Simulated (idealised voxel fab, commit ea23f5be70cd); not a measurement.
This is a process module. Its name is voxel ribs on slabs.
Each square cell in cross-section cut measures 5 nm, and the section as a whole is 275 nm wide.
Each cross-section below is a grid of square cells, stated as bands in top-down order, with one or more rows of cells making up each band. Per band: top height and bottom height in nm, followed by the left-to-right materials and their widths in nm; "everywhere" marks a single material spanning edge to edge, "empty" marks empty space. Heights from 0 (as-received wafer is one material below). Bottom band endless downward, as "z 0 and below". Quick explanation for "30 to 40": the width changes in equal steps down the rows of cells, from the first number in the band's top row to the second number in its bottom row. For the purposes of this document, the phrase "identical to before" attached to a step denotes that no cell within the cross-section was modified by that step. Heads up: "closed voids" only lists the empty pockets with no open path to the top that are 8 cells or more, and it writes them as width x height at distance, distance from the left edge, in nm. What comes after the settings on a step's line is commentary from the simulator itself on that step. Each step line may optionally specify "overlay nm", which for a step with a mask gives the rightward distance between the mask's planned place and where it lay, a negative value indicating the leftward direction.

### The process steps that were planned are listed below
step 1: op RECEIVE | material Si
step 2: op DIRECTIONAL_DEP | material SiO2 | thk nm 25
step 3: op DIRECTIONAL_DEP | material SiN | thk nm 15
step 4: op MASKED_ETCH | tone cover | mask id RIB | width nm 25 | etch materials SiN | depth nm 5 | overlay nm 0
step 5: op DIRECTIONAL_DEP | material aC | thk nm 15
step 6: op PATTERN | tone cover | mask id SLAB | material resist | width nm 55 | thk nm 35 | overlay nm 0
step 7: op DIRECTIONAL_ETCH | etch materials aC | depth nm 15
step 8: op STRIP | etch materials resist
step 9: op DIRECTIONAL_ETCH | etch materials SiN | depth nm 10
step 10: op STRIP | etch materials aC
step 11: op FILL_DEP | material SiO2 | thk nm 15
step 12: op CMP | height nm 50
step 13: op DIRECTIONAL_DEP | material W | thk nm 5
step 14: op PATTERN | tone cover | mask id HEATER | material resist | width nm 35 | thk nm 20 | overlay nm 0
step 15: op DIRECTIONAL_ETCH | etch materials W | depth nm 10
step 16: op STRIP | etch materials resist
step 17: op CONFORMAL_DEP | material SiN | thk nm 10
What sets these wafers apart? The thk nm at step 13. They all start alike, and the plan carries the first wafer's value.

### The first of several wafers as received, shown in cross-section; this is its state after step 1
* z 0 and below = Si everywhere
* closed voids: none

### The following table contains a row per wafer, in which are reported, at the conclusion of the module, the cells of each material gained (+) or lost (-) since the wafer's receipt, with its closed voids given thereafter
thk nm 5; +141 SiN; +523 SiO2; +7 W; closed voids: none
thk nm 10; +145 SiN; +523 SiO2; +14 W; closed voids: none
thk nm 15; +145 SiN; +523 SiO2; +69 W; closed voids: none
thk nm 20; +145 SiN; +523 SiO2; +124 W; closed voids: none
thk nm 25; +145 SiN; +523 SiO2; +179 W; closed voids: none
